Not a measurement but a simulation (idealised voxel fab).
Process module in this document: voxel self aligned contacts
Each square cell in cross-section cut measures 5 nm, and the section as a whole is 205 nm wide.
A cross-section in this document is a grid of square cells, and it is written down as bands, the top band listed before the ones below it; a band is made up of one or more rows of cells. A band entry consists of two parts. The first gives the height of the band's top and the height of its bottom, in nm. The rest lists the band's materials from left to right, each with its width in nm. A single material labelled with the word "edge to edge" fills the band from edge to edge, and the word "air" marks empty space. Measure heights from 0. That's the level where, below it, the as-received wafer is all one material. The lowest band is bottomless and extends downward; write it as in "z 0 and below". The two numbers in a width such as "30 to 40" mark its ends across the band: the first belongs to the top row of cells, the second to the bottom row, and from each row to the next the width moves by the same amount. Where a step carries "remained unchanged", the cross-section came out of it unchanged, cell for cell. Closed empty spaces (no open way to the top) of 8 cells or more are what "Fully sealed cavities" lists, each as width x height at distance from the left edge, nm for all three. The remark found on a step's line after its settings is issued by the simulator itself and pertains to that step. overlay nm: for a step with a mask, the amount by which the mask lay right of where it was planned; a negative amount means left of it.

HERE'S WHAT THE PLANNED PROCESS STEPS LOOK LIKE
1,RECEIVE, material Si
2,OXIDIZE, depth nm 5
3,DIRECTIONAL_DEP, material polySi, thk nm 30
4,DIRECTIONAL_DEP, material SiN, thk nm 20
5,PATTERN, tone cover, mask id GATE, material resist, width nm 35, pitch nm 65, thk nm 20, overlay nm 0
6,DIRECTIONAL_ETCH, etch materials SiN, depth nm 20
7,DIRECTIONAL_ETCH, etch materials polySi, depth nm 30
8,STRIP, etch materials resist
9,CONFORMAL_DEP, material SiN, thk nm 5
10,DIRECTIONAL_ETCH, etch materials SiN, depth nm 5
11,FILL_DEP, material SiO2, thk nm 15
12,CMP, height nm 55
13,MASKED_ETCH, tone open, mask id CONTACT, width nm 50, pitch nm 65, etch materials SiO2, depth nm 60, overlay nm 0
14,CONFORMAL_DEP, material TiN, thk nm 5
15,FILL_DEP, material W, thk nm 5
16,CMP, height nm 55
17,CONFORMAL_DEP, material SiCN, thk nm 5

FIRST OF THE TWO WAFERS, RUN PER PLAN

CROSS-SECTION OF THE WAFER UPON ARRIVAL, REPRESENTING THE STATE REACHED AFTER STEP 1
    z 0 and below: Si edge to edge
    Fully sealed cavities: none

WAFER SECTION VIEW AFTER PROCESSING STEP 2
    z 0 to -5: SiO2 edge to edge
    Heights below -5 show no change.

WAFER SECTION VIEW AFTER PROCESSING STEP 3
    z 30 to 0: polySi edge to edge
    Heights below 0 show no change.

WAFER SECTION VIEW AFTER PROCESSING STEP 4
    z 50 to 30: SiN edge to edge
    Heights below 30 show no change.

WAFER SECTION VIEW AFTER PROCESSING STEP 5
    z 70 to 50: air (20); resist (35); air (30); resist (35); air (30); resist (35); air (20)
    Heights below 50 show no change.

WAFER SECTION VIEW AFTER PROCESSING STEP 6
    z 70 to 50: air (20); resist (35); air (30); resist (35); air (30); resist (35); air (20)
    z 50 to 30: air (20); SiN (35); air (30); SiN (35); air (30); SiN (35); air (20)
    Heights below 30 show no change.

WAFER SECTION VIEW AFTER PROCESSING STEP 7
    z 70 to 50: air (20); resist (35); air (30); resist (35); air (30); resist (35); air (20)
    z 50 to 30: air (20); SiN (35); air (30); SiN (35); air (30); SiN (35); air (20)
    z 30 to 0: air (20); polySi (35); air (30); polySi (35); air (30); polySi (35); air (20)
    Heights below 0 show no change.

WAFER SECTION VIEW AFTER PROCESSING STEP 8
    z 50 to 30: air (20); SiN (35); air (30); SiN (35); air (30); SiN (35); air (20)
    Heights below 30 show no change.

WAFER SECTION VIEW AFTER PROCESSING STEP 9
    z 55 to 30: air (15); SiN (45); air (20); SiN (45); air (20); SiN (45); air (15)
    z 30 to 5: air (15); SiN (5); polySi (35); SiN (5); air (20); SiN (5); polySi (35); SiN (5); air (20); SiN (5); polySi (35); SiN (5); air (15)
    z 5 to 0: SiN (20); polySi (35); SiN (30); polySi (35); SiN (30); polySi (35); SiN (20)
    Heights below 0 show no change.

WAFER SECTION VIEW AFTER PROCESSING STEP 10
    z 50 to 30: air (15); SiN (45); air (20); SiN (45); air (20); SiN (45); air (15)
    z 30 to 0: air (15); SiN (5); polySi (35); SiN (5); air (20); SiN (5); polySi (35); SiN (5); air (20); SiN (5); polySi (35); SiN (5); air (15)
    Heights below 0 show no change.

WAFER SECTION VIEW AFTER PROCESSING STEP 11
    z 65 to 50: SiO2 edge to edge
    z 50 to 30: SiO2 (15); SiN (45); SiO2 (20); SiN (45); SiO2 (20); SiN (45); SiO2 (15)
    z 30 to 0: SiO2 (15); SiN (5); polySi (35); SiN (5); SiO2 (20); SiN (5); polySi (35); SiN (5); SiO2 (20); SiN (5); polySi (35); SiN (5); SiO2 (15)
    Heights below 0 show no change.

WAFER SECTION VIEW AFTER PROCESSING STEP 12
    z 55 to 50: SiO2 edge to edge
    Heights below 50 show no change.

WAFER SECTION VIEW AFTER PROCESSING STEP 13
    z 55 to 50: SiO2 (45); air (50); SiO2 (15); air (50); SiO2 (45)
    z 50 to 30: SiO2 (15); SiN (45); air (20); SiN (45); air (20); SiN (45); SiO2 (15)
    z 30 to 0: SiO2 (15); SiN (5); polySi (35); SiN (5); air (20); SiN (5); polySi (35); SiN (5); air (20); SiN (5); polySi (35); SiN (5); SiO2 (15)
    z 0 to -5: SiO2 (60); air (20); SiO2 (45); air (20); SiO2 (60)
    Heights below -5 show no change.

WAFER SECTION VIEW AFTER PROCESSING STEP 14
    z 60 to 55: TiN (50); air (40); TiN (25); air (40); TiN (50)
    z 55 to 50: SiO2 (45); TiN (20); air (10); TiN (20); SiO2 (15); TiN (20); air (10); TiN (20); SiO2 (45)
    z 50 to 30: SiO2 (15); SiN (45); TiN (5); air (10); TiN (5); SiN (45); TiN (5); air (10); TiN (5); SiN (45); SiO2 (15)
    z 30 to 0: SiO2 (15); SiN (5); polySi (35); SiN (5); TiN (5); air (10); TiN (5); SiN (5); polySi (35); SiN (5); TiN (5); air (10); TiN (5); SiN (5); polySi (35); SiN (5); SiO2 (15)
    z 0 to -5: SiO2 (60); TiN (20); SiO2 (45); TiN (20); SiO2 (60)
    Heights below -5 show no change.

WAFER SECTION VIEW AFTER PROCESSING STEP 15
    z 65 to 60: W edge to edge
    z 60 to 55: TiN (50); W (40); TiN (25); W (40); TiN (50)
    z 55 to 50: SiO2 (45); TiN (20); W (10); TiN (20); SiO2 (15); TiN (20); W (10); TiN (20); SiO2 (45)
    z 50 to 30: SiO2 (15); SiN (45); TiN (5); W (10); TiN (5); SiN (45); TiN (5); W (10); TiN (5); SiN (45); SiO2 (15)
    z 30 to 0: SiO2 (15); SiN (5); polySi (35); SiN (5); TiN (5); W (10); TiN (5); SiN (5); polySi (35); SiN (5); TiN (5); W (10); TiN (5); SiN (5); polySi (35); SiN (5); SiO2 (15)
    Heights below 0 show no change.

WAFER SECTION VIEW AFTER PROCESSING STEP 16
    z 55 to 50: SiO2 (45); TiN (20); W (10); TiN (20); SiO2 (15); TiN (20); W (10); TiN (20); SiO2 (45)
    Heights below 50 show no change.

WAFER SECTION VIEW AFTER PROCESSING STEP 17
    z 60 to 55: SiCN edge to edge
    Heights below 55 show no change.

SECOND WAFER, SAME STARTING STATE AND PLAN AS THE FIRST, ONE MISTAKE IN THE RUN, IDENTICAL THROUGH STEP 4

SECOND WAFER PROFILE IN SECTION, AT THE MOMENT STEP 5 OF THE PLAN WAS MEANT TO BE COMPLETE
    z 70 to 50: air (25); resist (30); air (35); resist (30); air (35); resist (30); air (20)
    Heights below 50 show no change.

SECOND WAFER PROFILE IN SECTION, AT THE MOMENT STEP 6 OF THE PLAN WAS MEANT TO BE COMPLETE
    z 70 to 50: air (25); resist (30); air (35); resist (30); air (35); resist (30); air (20)
    z 50 to 30: air (25); SiN (30); air (35); SiN (30); air (35); SiN (30); air (20)
    Heights below 30 show no change.

SECOND WAFER PROFILE IN SECTION, AT THE MOMENT STEP 7 OF THE PLAN WAS MEANT TO BE COMPLETE
    z 70 to 50: air (25); resist (30); air (35); resist (30); air (35); resist (30); air (20)
    z 50 to 30: air (25); SiN (30); air (35); SiN (30); air (35); SiN (30); air (20)
    z 30 to 0: air (25); polySi (30); air (35); polySi (30); air (35); polySi (30); air (20)
    Heights below 0 show no change.

SECOND WAFER PROFILE IN SECTION, AT THE MOMENT STEP 8 OF THE PLAN WAS MEANT TO BE COMPLETE
    z 50 to 30: air (25); SiN (30); air (35); SiN (30); air (35); SiN (30); air (20)
    Heights below 30 show no change.

SECOND WAFER PROFILE IN SECTION, AT THE MOMENT STEP 9 OF THE PLAN WAS MEANT TO BE COMPLETE
    z 55 to 30: air (20); SiN (40); air (25); SiN (40); air (25); SiN (40); air (15)
    z 30 to 5: air (20); SiN (5); polySi (30); SiN (5); air (25); SiN (5); polySi (30); SiN (5); air (25); SiN (5); polySi (30); SiN (5); air (15)
    z 5 to 0: SiN (25); polySi (30); SiN (35); polySi (30); SiN (35); polySi (30); SiN (20)
    Heights below 0 show no change.

SECOND WAFER PROFILE IN SECTION, AT THE MOMENT STEP 10 OF THE PLAN WAS MEANT TO BE COMPLETE
    z 50 to 30: air (20); SiN (40); air (25); SiN (40); air (25); SiN (40); air (15)
    z 30 to 0: air (20); SiN (5); polySi (30); SiN (5); air (25); SiN (5); polySi (30); SiN (5); air (25); SiN (5); polySi (30); SiN (5); air (15)
    Heights below 0 show no change.

SECOND WAFER PROFILE IN SECTION, AT THE MOMENT STEP 11 OF THE PLAN WAS MEANT TO BE COMPLETE
    z 65 to 50: SiO2 edge to edge
    z 50 to 30: SiO2 (20); SiN (40); SiO2 (25); SiN (40); SiO2 (25); SiN (40); SiO2 (15)
    z 30 to 0: SiO2 (20); SiN (5); polySi (30); SiN (5); SiO2 (25); SiN (5); polySi (30); SiN (5); SiO2 (25); SiN (5); polySi (30); SiN (5); SiO2 (15)
    Heights below 0 show no change.

SECOND WAFER PROFILE IN SECTION, AT THE MOMENT STEP 12 OF THE PLAN WAS MEANT TO BE COMPLETE
    z 55 to 50: SiO2 edge to edge
    Heights below 50 show no change.

SECOND WAFER PROFILE IN SECTION, AT THE MOMENT STEP 13 OF THE PLAN WAS MEANT TO BE COMPLETE
    z 55 to 50: SiO2 (45); air (50); SiO2 (15); air (50); SiO2 (45)
    z 50 to 30: SiO2 (20); SiN (40); air (25); SiN (40); air (25); SiN (40); SiO2 (15)
    z 30 to 0: SiO2 (20); SiN (5); polySi (30); SiN (5); air (25); SiN (5); polySi (30); SiN (5); air (25); SiN (5); polySi (30); SiN (5); SiO2 (15)
    z 0 to -5: SiO2 (60); air (25); SiO2 (40); air (25); SiO2 (55)
    Heights below -5 show no change.

SECOND WAFER PROFILE IN SECTION, AT THE MOMENT STEP 14 OF THE PLAN WAS MEANT TO BE COMPLETE
    z 60 to 55: TiN (50); air (40); TiN (25); air (40); TiN (50)
    z 55 to 50: SiO2 (45); TiN (20); air (15); TiN (15); SiO2 (15); TiN (20); air (15); TiN (15); SiO2 (45)
    z 50 to 30: SiO2 (20); SiN (40); TiN (5); air (15); TiN (5); SiN (40); TiN (5); air (15); TiN (5); SiN (40); SiO2 (15)
    z 30 to 0: SiO2 (20); SiN (5); polySi (30); SiN (5); TiN (5); air (15); TiN (5); SiN (5); polySi (30); SiN (5); TiN (5); air (15); TiN (5); SiN (5); polySi (30); SiN (5); SiO2 (15)
    z 0 to -5: SiO2 (60); TiN (25); SiO2 (40); TiN (25); SiO2 (55)
    Heights below -5 show no change.

SECOND WAFER PROFILE IN SECTION, AT THE MOMENT STEP 15 OF THE PLAN WAS MEANT TO BE COMPLETE
    z 65 to 60: W edge to edge
    z 60 to 55: TiN (50); W (40); TiN (25); W (40); TiN (50)
    z 55 to 50: SiO2 (45); TiN (20); W (15); TiN (15); SiO2 (15); TiN (20); W (15); TiN (15); SiO2 (45)
    z 50 to 30: SiO2 (20); SiN (40); TiN (5); W (15); TiN (5); SiN (40); TiN (5); W (15); TiN (5); SiN (40); SiO2 (15)
    z 30 to 0: SiO2 (20); SiN (5); polySi (30); SiN (5); TiN (5); W (15); TiN (5); SiN (5); polySi (30); SiN (5); TiN (5); W (15); TiN (5); SiN (5); polySi (30); SiN (5); SiO2 (15)
    Heights below 0 show no change.

SECOND WAFER PROFILE IN SECTION, AT THE MOMENT STEP 16 OF THE PLAN WAS MEANT TO BE COMPLETE
    z 55 to 50: SiO2 (45); TiN (20); W (15); TiN (15); SiO2 (15); TiN (20); W (15); TiN (15); SiO2 (45)
    Heights below 50 show no change.

SECOND WAFER PROFILE IN SECTION, AT THE MOMENT STEP 17 OF THE PLAN WAS MEANT TO BE COMPLETE
    z 60 to 55: SiCN edge to edge
    Heights below 55 show no change.
Here's what went sideways: step 5 was not run as planned; what actually ran was PATTERN, tone cover, mask id GATE, material resist, width nm 30, pitch nm 65, thk nm 20, overlay nm 0
At the finish, the second wafer shows more or fewer cells for some materials than the first does: 12 fewer of SiN, 8 more of SiO2, 22 more of W, 18 fewer of polySi
